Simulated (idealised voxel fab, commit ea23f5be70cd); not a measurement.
process module | voxel trench capacitor
cross-section cut | 260 nm wide | cells 5 nm
A cross-section is a grid of square cells, given in bands from the top down. A band is one or more rows of cells.
Each band's line starts with the height of the band's top and of its bottom, in nm. Then come its materials from left to right, each with its width in nm. One material with "throughout" fills the band from edge to edge. "air" is empty space.
Height 0 is the level under which the wafer as received is all one material. The lowest band goes on downwards, as in "0 down".
A width such as "30 to 40" changes by the same amount from each row of cells to the next, from the band's top row to its bottom row.
"no change" after a step means that no cell of the cross-section changed.
closed voids: empty space of 8 cells or more with no open way to the top, each as width x height at its distance from the left edge, in nm
after a step's settings: what the simulator itself notes on the step
overlay nm, on a step with a mask: how far to the right of its planned place the mask lay; to the left if negative
Each pair below shows a cross-section before one step and the cross-section after it, down to the lowest band that changed. The line under each pair gives the step between them, with its settings. The pairs can come from different runs of this module on the same starting wafer, so a pair continues from the pair above only where its "before" says so.
before
  0 down: Si throughout
  closed voids: none
after
  5 to 0: SiN throughout
  below 0: unchanged
  closed voids: none
the step between: op CONFORMAL_DEP | material SiN | thk nm 5
before: the cross-section after the pair above
after
  20 to 5: aC throughout
  below 5: unchanged
  closed voids: none
the step between: op DIRECTIONAL_DEP | material aC | thk nm 15
before: the cross-section after the pair above
after
  55 to 20: resist 80 | air 15 | resist 25 | air 15 | resist 25 | air 15 | resist 85
  below 20: unchanged
  closed voids: none
the step between: op PATTERN | tone open | mask id TRENCH | material resist | width nm 15 | pitch nm 40 | thk nm 35 | overlay nm 0
before: the cross-section after the pair above
after
  40 to 20: resist 80 | air 15 | resist 25 | air 15 | resist 25 | air 15 | resist 85
  20 to 5: aC 80 | air 15 | aC 25 | air 15 | aC 25 | air 15 | aC 85
  below 5: unchanged
  closed voids: none
the step between: op DIRECTIONAL_ETCH | etch materials aC | depth nm 15
before: the cross-section after the pair above
after
  20 to 5: aC 80 | air 15 | aC 25 | air 15 | aC 25 | air 15 | aC 85
  below 5: unchanged
  closed voids: none
the step between: op STRIP | etch materials resist
before: the cross-section after the pair above
after
  20 to 5: aC 80 | air 15 | aC 25 | air 15 | aC 25 | air 15 | aC 85
  5 to 0: SiN 80 | air 15 | SiN 25 | air 15 | SiN 25 | air 15 | SiN 85
  below 0: unchanged
  closed voids: none
the step between: op DIRECTIONAL_ETCH | etch materials SiN | depth nm 5
before: the cross-section after the pair above
after
  20 to 5: aC 80 | air 15 | aC 25 | air 15 | aC 25 | air 15 | aC 85
  5 to 0: SiN 80 | air 15 | SiN 25 | air 15 | SiN 25 | air 15 | SiN 85
  0 to -40: Si 80 | air 15 | Si 25 | air 15 | Si 25 | air 15 | Si 85
  below -40: unchanged
  closed voids: none
the step between: op DIRECTIONAL_ETCH | etch materials Si | depth nm 40
before: the cross-section after the pair above
after
  5 to 0: SiN 80 | air 15 | SiN 25 | air 15 | SiN 25 | air 15 | SiN 85
  below 0: unchanged
  closed voids: none
the step between: op STRIP | etch materials aC
before: the cross-section after the pair above
after
  10 to 5: Al2O3 85 | air 5 | Al2O3 35 | air 5 | Al2O3 35 | air 5 | Al2O3 90
  5 to 0: SiN 80 | Al2O3 5 | air 5 | Al2O3 5 | SiN 25 | Al2O3 5 | air 5 | Al2O3 5 | SiN 25 | Al2O3 5 | air 5 | Al2O3 5 | SiN 85
  0 to -35: Si 80 | Al2O3 5 | air 5 | Al2O3 5 | Si 25 | Al2O3 5 | air 5 | Al2O3 5 | Si 25 | Al2O3 5 | air 5 | Al2O3 5 | Si 85
  -35 to -40: Si 80 | Al2O3 15 | Si 25 | Al2O3 15 | Si 25 | Al2O3 15 | Si 85
  below -40: unchanged
  closed voids: none
the step between: op CONFORMAL_DEP | material Al2O3 | thk nm 5
before: the cross-section after the pair above
after
  15 to 10: polySi throughout
  10 to 5: Al2O3 85 | polySi 5 | Al2O3 35 | polySi 5 | Al2O3 35 | polySi 5 | Al2O3 90
  5 to 0: SiN 80 | Al2O3 5 | polySi 5 | Al2O3 5 | SiN 25 | Al2O3 5 | polySi 5 | Al2O3 5 | SiN 25 | Al2O3 5 | polySi 5 | Al2O3 5 | SiN 85
  0 to -35: Si 80 | Al2O3 5 | polySi 5 | Al2O3 5 | Si 25 | Al2O3 5 | polySi 5 | Al2O3 5 | Si 25 | Al2O3 5 | polySi 5 | Al2O3 5 | Si 85
  below -35: unchanged
  closed voids: none
the step between: op FILL_DEP | material polySi | thk nm 5
before: the cross-section after the pair above
after
  5 to 0: SiN 80 | Al2O3 5 | polySi 5 | Al2O3 5 | SiN 25 | Al2O3 5 | polySi 5 | Al2O3 5 | SiN 25 | Al2O3 5 | polySi 5 | Al2O3 5 | SiN 85
  below 0: unchanged
  closed voids: none
the step between: op CMP | height nm 5
before
  20 to 5: aC 80 | air 15 | aC 25 | air 15 | aC 25 | air 15 | aC 85
  5 to 0: SiN 80 | air 15 | SiN 25 | air 15 | SiN 25 | air 15 | SiN 85
  0 to -40: Si 80 | air 15 | Si 25 | air 15 | Si 25 | air 15 | Si 85
  -40 down: Si throughout
  closed voids: none
after
  25 to 20: Al2O3 85 | air 5 | Al2O3 35 | air 5 | Al2O3 35 | air 5 | Al2O3 90
  20 to 5: aC 80 | Al2O3 5 | air 5 | Al2O3 5 | aC 25 | Al2O3 5 | air 5 | Al2O3 5 | aC 25 | Al2O3 5 | air 5 | Al2O3 5 | aC 85
  5 to 0: SiN 80 | Al2O3 5 | air 5 | Al2O3 5 | SiN 25 | Al2O3 5 | air 5 | Al2O3 5 | SiN 25 | Al2O3 5 | air 5 | Al2O3 5 | SiN 85
  0 to -35: Si 80 | Al2O3 5 | air 5 | Al2O3 5 | Si 25 | Al2O3 5 | air 5 | Al2O3 5 | Si 25 | Al2O3 5 | air 5 | Al2O3 5 | Si 85
  -35 to -40: Si 80 | Al2O3 15 | Si 25 | Al2O3 15 | Si 25 | Al2O3 15 | Si 85
  below -40: unchanged
  closed voids: none
the step between: op CONFORMAL_DEP | material Al2O3 | thk nm 5
before: the cross-section after the pair above
after
  30 to 25: polySi throughout
  25 to 20: Al2O3 85 | polySi 5 | Al2O3 35 | polySi 5 | Al2O3 35 | polySi 5 | Al2O3 90
  20 to 5: aC 80 | Al2O3 5 | polySi 5 | Al2O3 5 | aC 25 | Al2O3 5 | polySi 5 | Al2O3 5 | aC 25 | Al2O3 5 | polySi 5 | Al2O3 5 | aC 85
  5 to 0: SiN 80 | Al2O3 5 | polySi 5 | Al2O3 5 | SiN 25 | Al2O3 5 | polySi 5 | Al2O3 5 | SiN 25 | Al2O3 5 | polySi 5 | Al2O3 5 | SiN 85
  0 to -35: Si 80 | Al2O3 5 | polySi 5 | Al2O3 5 | Si 25 | Al2O3 5 | polySi 5 | Al2O3 5 | Si 25 | Al2O3 5 | polySi 5 | Al2O3 5 | Si 85
  below -35: unchanged
  closed voids: none
the step between: op FILL_DEP | material polySi | thk nm 5
before: the cross-section after the pair above
after
  5 to 0: SiN 80 | Al2O3 5 | polySi 5 | Al2O3 5 | SiN 25 | Al2O3 5 | polySi 5 | Al2O3 5 | SiN 25 | Al2O3 5 | polySi 5 | Al2O3 5 | SiN 85
  below 0: unchanged
  closed voids: none
the step between: op CMP | height nm 5
before
  20 to 5: aC 80 | air 15 | aC 25 | air 15 | aC 25 | air 15 | aC 85
  5 to 0: SiN 80 | air 15 | SiN 25 | air 15 | SiN 25 | air 15 | SiN 85
  0 to -40: Si 80 | air 15 | Si 25 | air 15 | Si 25 | air 15 | Si 85
  -40 down: Si throughout
  closed voids: none
after
  20 to 5: aC 80 | air 15 | aC 25 | air 15 | aC 25 | air 15 | aC 85
  5 to 0: SiN 80 | air 15 | SiN 25 | air 15 | SiN 25 | air 15 | SiN 85
  0 to -80: Si 80 | air 15 | Si 25 | air 15 | Si 25 | air 15 | Si 85
  below -80: unchanged
  closed voids: none
the step between: op DIRECTIONAL_ETCH | etch materials Si | depth nm 40
before: the cross-section after the pair above
after
  5 to 0: SiN 80 | air 15 | SiN 25 | air 15 | SiN 25 | air 15 | SiN 85
  below 0: unchanged
  closed voids: none
the step between: op STRIP | etch materials aC
before: the cross-section after the pair above
after
  10 to 5: Al2O3 85 | air 5 | Al2O3 35 | air 5 | Al2O3 35 | air 5 | Al2O3 90
  5 to 0: SiN 80 | Al2O3 5 | air 5 | Al2O3 5 | SiN 25 | Al2O3 5 | air 5 | Al2O3 5 | SiN 25 | Al2O3 5 | air 5 | Al2O3 5 | SiN 85
  0 to -75: Si 80 | Al2O3 5 | air 5 | Al2O3 5 | Si 25 | Al2O3 5 | air 5 | Al2O3 5 | Si 25 | Al2O3 5 | air 5 | Al2O3 5 | Si 85
  -75 to -80: Si 80 | Al2O3 15 | Si 25 | Al2O3 15 | Si 25 | Al2O3 15 | Si 85
  below -80: unchanged
  closed voids: none
the step between: op CONFORMAL_DEP | material Al2O3 | thk nm 5
before: the cross-section after the pair above
after
  15 to 10: polySi throughout
  10 to 5: Al2O3 85 | polySi 5 | Al2O3 35 | polySi 5 | Al2O3 35 | polySi 5 | Al2O3 90
  5 to 0: SiN 80 | Al2O3 5 | polySi 5 | Al2O3 5 | SiN 25 | Al2O3 5 | polySi 5 | Al2O3 5 | SiN 25 | Al2O3 5 | polySi 5 | Al2O3 5 | SiN 85
  0 to -75: Si 80 | Al2O3 5 | polySi 5 | Al2O3 5 | Si 25 | Al2O3 5 | polySi 5 | Al2O3 5 | Si 25 | Al2O3 5 | polySi 5 | Al2O3 5 | Si 85
  below -75: unchanged
  closed voids: none
the step between: op FILL_DEP | material polySi | thk nm 5
before: the cross-section after the pair above
after
  5 to 0: SiN 80 | Al2O3 5 | polySi 5 | Al2O3 5 | SiN 25 | Al2O3 5 | polySi 5 | Al2O3 5 | SiN 25 | Al2O3 5 | polySi 5 | Al2O3 5 | SiN 85
  below 0: unchanged
  closed voids: none
the step between: op CMP | height nm 5
before
  20 to 5: aC 80 | air 15 | aC 25 | air 15 | aC 25 | air 15 | aC 85
  5 to 0: SiN 80 | air 15 | SiN 25 | air 15 | SiN 25 | air 15 | SiN 85
  0 down: Si throughout
  closed voids: none
after
  5 to 0: SiN 80 | air 15 | SiN 25 | air 15 | SiN 25 | air 15 | SiN 85
  below 0: unchanged
  closed voids: none
the step between: op STRIP | etch materials aC
before: the cross-section after the pair above
after
  5 to 0: SiN 80 | air 15 | SiN 25 | air 15 | SiN 25 | air 15 | SiN 85
  0 to -40: Si 80 | air 15 | Si 25 | air 15 | Si 25 | air 15 | Si 85
  below -40: unchanged
  closed voids: none
the step between: op DIRECTIONAL_ETCH | etch materials Si | depth nm 40
before
  20 to 5: aC 80 | air 15 | aC 25 | air 15 | aC 25 | air 15 | aC 85
  5 to 0: SiN 80 | air 15 | SiN 25 | air 15 | SiN 25 | air 15 | SiN 85
  0 down: Si throughout
  closed voids: none
after
  20 to 5: aC 80 | air 15 | aC 25 | air 15 | aC 25 | air 15 | aC 85
  5 to 0: SiN 80 | air 15 | SiN 25 | air 15 | SiN 25 | air 15 | SiN 85
  0 to -45: Si 80 | air 15 | Si 25 | air 15 | Si 25 | air 15 | Si 85
  below -45: unchanged
  closed voids: none
the step between: op DIRECTIONAL_ETCH | etch materials Si | depth nm 45
before: the cross-section after the pair above
after
  5 to 0: SiN 80 | air 15 | SiN 25 | air 15 | SiN 25 | air 15 | SiN 85
  below 0: unchanged
  closed voids: none
the step between: op STRIP | etch materials aC
before: the cross-section after the pair above
after
  10 to 5: Al2O3 85 | air 5 | Al2O3 35 | air 5 | Al2O3 35 | air 5 | Al2O3 90
  5 to 0: SiN 80 | Al2O3 5 | air 5 | Al2O3 5 | SiN 25 | Al2O3 5 | air 5 | Al2O3 5 | SiN 25 | Al2O3 5 | air 5 | Al2O3 5 | SiN 85
  0 to -40: Si 80 | Al2O3 5 | air 5 | Al2O3 5 | Si 25 | Al2O3 5 | air 5 | Al2O3 5 | Si 25 | Al2O3 5 | air 5 | Al2O3 5 | Si 85
  -40 to -45: Si 80 | Al2O3 15 | Si 25 | Al2O3 15 | Si 25 | Al2O3 15 | Si 85
  below -45: unchanged
  closed voids: none
the step between: op CONFORMAL_DEP | material Al2O3 | thk nm 5
before: the cross-section after the pair above
after
  15 to 10: polySi throughout
  10 to 5: Al2O3 85 | polySi 5 | Al2O3 35 | polySi 5 | Al2O3 35 | polySi 5 | Al2O3 90
  5 to 0: SiN 80 | Al2O3 5 | polySi 5 | Al2O3 5 | SiN 25 | Al2O3 5 | polySi 5 | Al2O3 5 | SiN 25 | Al2O3 5 | polySi 5 | Al2O3 5 | SiN 85
  0 to -40: Si 80 | Al2O3 5 | polySi 5 | Al2O3 5 | Si 25 | Al2O3 5 | polySi 5 | Al2O3 5 | Si 25 | Al2O3 5 | polySi 5 | Al2O3 5 | Si 85
  below -40: unchanged
  closed voids: none
the step between: op FILL_DEP | material polySi | thk nm 5
before: the cross-section after the pair above
after
  5 to 0: SiN 80 | Al2O3 5 | polySi 5 | Al2O3 5 | SiN 25 | Al2O3 5 | polySi 5 | Al2O3 5 | SiN 25 | Al2O3 5 | polySi 5 | Al2O3 5 | SiN 85
  below 0: unchanged
  closed voids: none
the step between: op CMP | height nm 5
before
  20 to 5: aC throughout
  5 to 0: SiN throughout
  0 down: Si throughout
  closed voids: none
after
  55 to 20: resist 75 | air 25 | resist 15 | air 25 | resist 15 | air 25 | resist 80
  below 20: unchanged
  closed voids: none
the step between: op PATTERN | tone open | mask id TRENCH | material resist | width nm 25 | pitch nm 40 | thk nm 35 | overlay nm 0
before: the cross-section after the pair above
after
  40 to 20: resist 75 | air 25 | resist 15 | air 25 | resist 15 | air 25 | resist 80
  20 to 5: aC 75 | air 25 | aC 15 | air 25 | aC 15 | air 25 | aC 80
  below 5: unchanged
  closed voids: none
the step between: op DIRECTIONAL_ETCH | etch materials aC | depth nm 15
before: the cross-section after the pair above
after
  20 to 5: aC 75 | air 25 | aC 15 | air 25 | aC 15 | air 25 | aC 80
  below 5: unchanged
  closed voids: none
the step between: op STRIP | etch materials resist
before: the cross-section after the pair above
after
  20 to 5: aC 75 | air 25 | aC 15 | air 25 | aC 15 | air 25 | aC 80
  5 to 0: SiN 75 | air 25 | SiN 15 | air 25 | SiN 15 | air 25 | SiN 80
  below 0: unchanged
  closed voids: none
the step between: op DIRECTIONAL_ETCH | etch materials SiN | depth nm 5
before: the cross-section after the pair above
after
  20 to 5: aC 75 | air 25 | aC 15 | air 25 | aC 15 | air 25 | aC 80
  5 to 0: SiN 75 | air 25 | SiN 15 | air 25 | SiN 15 | air 25 | SiN 80
  0 to -40: Si 75 | air 25 | Si 15 | air 25 | Si 15 | air 25 | Si 80
  below -40: unchanged
  closed voids: none
the step between: op DIRECTIONAL_ETCH | etch materials Si | depth nm 40
before: the cross-section after the pair above
after
  5 to 0: SiN 75 | air 25 | SiN 15 | air 25 | SiN 15 | air 25 | SiN 80
  below 0: unchanged
  closed voids: none
the step between: op STRIP | etch materials aC
before: the cross-section after the pair above
after
  10 to 5: Al2O3 80 | air 15 | Al2O3 25 | air 15 | Al2O3 25 | air 15 | Al2O3 85
  5 to 0: SiN 75 | Al2O3 5 | air 15 | Al2O3 5 | SiN 15 | Al2O3 5 | air 15 | Al2O3 5 | SiN 15 | Al2O3 5 | air 15 | Al2O3 5 | SiN 80
  0 to -35: Si 75 | Al2O3 5 | air 15 | Al2O3 5 | Si 15 | Al2O3 5 | air 15 | Al2O3 5 | Si 15 | Al2O3 5 | air 15 | Al2O3 5 | Si 80
  -35 to -40: Si 75 | Al2O3 25 | Si 15 | Al2O3 25 | Si 15 | Al2O3 25 | Si 80
  below -40: unchanged
  closed voids: none
the step between: op CONFORMAL_DEP | material Al2O3 | thk nm 5
before: the cross-section after the pair above
after
  15 to 10: polySi throughout
  10 to 5: Al2O3 80 | polySi 15 | Al2O3 25 | polySi 15 | Al2O3 25 | polySi 15 | Al2O3 85
  5 to 0: SiN 75 | Al2O3 5 | polySi 15 | Al2O3 5 | SiN 15 | Al2O3 5 | polySi 15 | Al2O3 5 | SiN 15 | Al2O3 5 | polySi 15 | Al2O3 5 | SiN 80
  0 to -35: Si 75 | Al2O3 5 | polySi 15 | Al2O3 5 | Si 15 | Al2O3 5 | polySi 15 | Al2O3 5 | Si 15 | Al2O3 5 | polySi 15 | Al2O3 5 | Si 80
  below -35: unchanged
  closed voids: none
the step between: op FILL_DEP | material polySi | thk nm 5
before: the cross-section after the pair above
after
  5 to 0: SiN 75 | Al2O3 5 | polySi 15 | Al2O3 5 | SiN 15 | Al2O3 5 | polySi 15 | Al2O3 5 | SiN 15 | Al2O3 5 | polySi 15 | Al2O3 5 | SiN 80
  below 0: unchanged
  closed voids: none
the step between: op CMP | height nm 5
before
  20 to 5: aC throughout
  5 to 0: SiN throughout
  0 down: Si throughout
  closed voids: none
after
  55 to 20: resist 85 | air 15 | resist 25 | air 15 | resist 25 | air 15 | resist 80
  below 20: unchanged
  closed voids: none
the step between: op PATTERN | tone open | mask id TRENCH | material resist | width nm 15 | pitch nm 40 | thk nm 35 | overlay nm 5
before: the cross-section after the pair above
after
  40 to 20: resist 85 | air 15 | resist 25 | air 15 | resist 25 | air 15 | resist 80
  20 to 5: aC 85 | air 15 | aC 25 | air 15 | aC 25 | air 15 | aC 80
  below 5: unchanged
  closed voids: none
the step between: op DIRECTIONAL_ETCH | etch materials aC | depth nm 15
before: the cross-section after the pair above
after
  20 to 5: aC 85 | air 15 | aC 25 | air 15 | aC 25 | air 15 | aC 80
  below 5: unchanged
  closed voids: none
the step between: op STRIP | etch materials resist
before: the cross-section after the pair above
after
  20 to 5: aC 85 | air 15 | aC 25 | air 15 | aC 25 | air 15 | aC 80
  5 to 0: SiN 85 | air 15 | SiN 25 | air 15 | SiN 25 | air 15 | SiN 80
  below 0: unchanged
  closed voids: none
the step between: op DIRECTIONAL_ETCH | etch materials SiN | depth nm 5
before: the cross-section after the pair above
after
  20 to 5: aC 85 | air 15 | aC 25 | air 15 | aC 25 | air 15 | aC 80
  5 to 0: SiN 85 | air 15 | SiN 25 | air 15 | SiN 25 | air 15 | SiN 80
  0 to -40: Si 85 | air 15 | Si 25 | air 15 | Si 25 | air 15 | Si 80
  below -40: unchanged
  closed voids: none
the step between: op DIRECTIONAL_ETCH | etch materials Si | depth nm 40
before: the cross-section after the pair above
after
  5 to 0: SiN 85 | air 15 | SiN 25 | air 15 | SiN 25 | air 15 | SiN 80
  below 0: unchanged
  closed voids: none
the step between: op STRIP | etch materials aC
before: the cross-section after the pair above
after
  10 to 5: Al2O3 90 | air 5 | Al2O3 35 | air 5 | Al2O3 35 | air 5 | Al2O3 85
  5 to 0: SiN 85 | Al2O3 5 | air 5 | Al2O3 5 | SiN 25 | Al2O3 5 | air 5 | Al2O3 5 | SiN 25 | Al2O3 5 | air 5 | Al2O3 5 | SiN 80
  0 to -35: Si 85 | Al2O3 5 | air 5 | Al2O3 5 | Si 25 | Al2O3 5 | air 5 | Al2O3 5 | Si 25 | Al2O3 5 | air 5 | Al2O3 5 | Si 80
  -35 to -40: Si 85 | Al2O3 15 | Si 25 | Al2O3 15 | Si 25 | Al2O3 15 | Si 80
  below -40: unchanged
  closed voids: none
the step between: op CONFORMAL_DEP | material Al2O3 | thk nm 5
before: the cross-section after the pair above
after
  15 to 10: polySi throughout
  10 to 5: Al2O3 90 | polySi 5 | Al2O3 35 | polySi 5 | Al2O3 35 | polySi 5 | Al2O3 85
  5 to 0: SiN 85 | Al2O3 5 | polySi 5 | Al2O3 5 | SiN 25 | Al2O3 5 | polySi 5 | Al2O3 5 | SiN 25 | Al2O3 5 | polySi 5 | Al2O3 5 | SiN 80
  0 to -35: Si 85 | Al2O3 5 | polySi 5 | Al2O3 5 | Si 25 | Al2O3 5 | polySi 5 | Al2O3 5 | Si 25 | Al2O3 5 | polySi 5 | Al2O3 5 | Si 80
  below -35: unchanged
  closed voids: none
the step between: op FILL_DEP | material polySi | thk nm 5
before: the cross-section after the pair above
after
  5 to 0: SiN 85 | Al2O3 5 | polySi 5 | Al2O3 5 | SiN 25 | Al2O3 5 | polySi 5 | Al2O3 5 | SiN 25 | Al2O3 5 | polySi 5 | Al2O3 5 | SiN 80
  below 0: unchanged
  closed voids: none
the step between: op CMP | height nm 5
before
  10 to 5: Al2O3 85 | air 5 | Al2O3 35 | air 5 | Al2O3 35 | air 5 | Al2O3 90
  5 to 0: SiN 80 | Al2O3 5 | air 5 | Al2O3 5 | SiN 25 | Al2O3 5 | air 5 | Al2O3 5 | SiN 25 | Al2O3 5 | air 5 | Al2O3 5 | SiN 85
  0 to -35: Si 80 | Al2O3 5 | air 5 | Al2O3 5 | Si 25 | Al2O3 5 | air 5 | Al2O3 5 | Si 25 | Al2O3 5 | air 5 | Al2O3 5 | Si 85
  -35 to -40: Si 80 | Al2O3 15 | Si 25 | Al2O3 15 | Si 25 | Al2O3 15 | Si 85
  -40 down: Si throughout
  closed voids: none
after
  15 to 10: aC throughout
  10 to 5: Al2O3 85 | aC 5 | Al2O3 35 | aC 5 | Al2O3 35 | aC 5 | Al2O3 90
  5 to 0: SiN 80 | Al2O3 5 | aC 5 | Al2O3 5 | SiN 25 | Al2O3 5 | aC 5 | Al2O3 5 | SiN 25 | Al2O3 5 | aC 5 | Al2O3 5 | SiN 85
  0 to -35: Si 80 | Al2O3 5 | aC 5 | Al2O3 5 | Si 25 | Al2O3 5 | aC 5 | Al2O3 5 | Si 25 | Al2O3 5 | aC 5 | Al2O3 5 | Si 85
  below -35: unchanged
  closed voids: none
the step between: op FILL_DEP | material aC | thk nm 5
before: the cross-section after the pair above
after
  5 to 0: SiN 80 | Al2O3 5 | aC 5 | Al2O3 5 | SiN 25 | Al2O3 5 | aC 5 | Al2O3 5 | SiN 25 | Al2O3 5 | aC 5 | Al2O3 5 | SiN 85
  below 0: unchanged
  closed voids: none
the step between: op CMP | height nm 5
before
  20 to 5: aC throughout
  5 to 0: SiN throughout
  0 down: Si throughout
  closed voids: none
after
  55 to 20: air 80 | resist 15 | air 25 | resist 15 | air 25 | resist 15 | air 85
  below 20: unchanged
  closed voids: none
the step between: op PATTERN | tone cover | mask id TRENCH | material resist | width nm 15 | pitch nm 40 | thk nm 35 | overlay nm 0
before: the cross-section after the pair above
after
  40 to 20: air 80 | resist 15 | air 25 | resist 15 | air 25 | resist 15 | air 85
  20 to 5: air 80 | aC 15 | air 25 | aC 15 | air 25 | aC 15 | air 85
  below 5: unchanged
  closed voids: none
the step between: op DIRECTIONAL_ETCH | etch materials aC | depth nm 15
before: the cross-section after the pair above
after
  20 to 5: air 80 | aC 15 | air 25 | aC 15 | air 25 | aC 15 | air 85
  below 5: unchanged
  closed voids: none
the step between: op STRIP | etch materials resist
before: the cross-section after the pair above
after
  20 to 5: air 80 | aC 15 | air 25 | aC 15 | air 25 | aC 15 | air 85
  5 to 0: air 80 | SiN 15 | air 25 | SiN 15 | air 25 | SiN 15 | air 85
  below 0: unchanged
  closed voids: none
the step between: op DIRECTIONAL_ETCH | etch materials SiN | depth nm 5
before: the cross-section after the pair above
after
  20 to 5: air 80 | aC 15 | air 25 | aC 15 | air 25 | aC 15 | air 85
  5 to 0: air 80 | SiN 15 | air 25 | SiN 15 | air 25 | SiN 15 | air 85
  0 to -40: air 80 | Si 15 | air 25 | Si 15 | air 25 | Si 15 | air 85
  below -40: unchanged
  closed voids: none
the step between: op DIRECTIONAL_ETCH | etch materials Si | depth nm 40
before: the cross-section after the pair above
after
  5 to 0: air 80 | SiN 15 | air 25 | SiN 15 | air 25 | SiN 15 | air 85
  below 0: unchanged
  closed voids: none
the step between: op STRIP | etch materials aC
before: the cross-section after the pair above
after
  10 to 5: air 75 | Al2O3 25 | air 15 | Al2O3 25 | air 15 | Al2O3 25 | air 80
  5 to 0: air 75 | Al2O3 5 | SiN 15 | Al2O3 5 | air 15 | Al2O3 5 | SiN 15 | Al2O3 5 | air 15 | Al2O3 5 | SiN 15 | Al2O3 5 | air 80
  0 to -35: air 75 | Al2O3 5 | Si 15 | Al2O3 5 | air 15 | Al2O3 5 | Si 15 | Al2O3 5 | air 15 | Al2O3 5 | Si 15 | Al2O3 5 | air 80
  -35 to -40: Al2O3 80 | Si 15 | Al2O3 25 | Si 15 | Al2O3 25 | Si 15 | Al2O3 85
  below -40: unchanged
  closed voids: none
the step between: op CONFORMAL_DEP | material Al2O3 | thk nm 5
before: the cross-section after the pair above
after
  15 to 10: polySi throughout
  10 to 5: polySi 75 | Al2O3 25 | polySi 15 | Al2O3 25 | polySi 15 | Al2O3 25 | polySi 80
  5 to 0: polySi 75 | Al2O3 5 | SiN 15 | Al2O3 5 | polySi 15 | Al2O3 5 | SiN 15 | Al2O3 5 | polySi 15 | Al2O3 5 | SiN 15 | Al2O3 5 | polySi 80
  0 to -35: polySi 75 | Al2O3 5 | Si 15 | Al2O3 5 | polySi 15 | Al2O3 5 | Si 15 | Al2O3 5 | polySi 15 | Al2O3 5 | Si 15 | Al2O3 5 | polySi 80
  below -35: unchanged
  closed voids: none
the step between: op FILL_DEP | material polySi | thk nm 5
before: the cross-section after the pair above
after
  5 to 0: polySi 75 | Al2O3 5 | SiN 15 | Al2O3 5 | polySi 15 | Al2O3 5 | SiN 15 | Al2O3 5 | polySi 15 | Al2O3 5 | SiN 15 | Al2O3 5 | polySi 80
  below 0: unchanged
  closed voids: none
the step between: op CMP | height nm 5
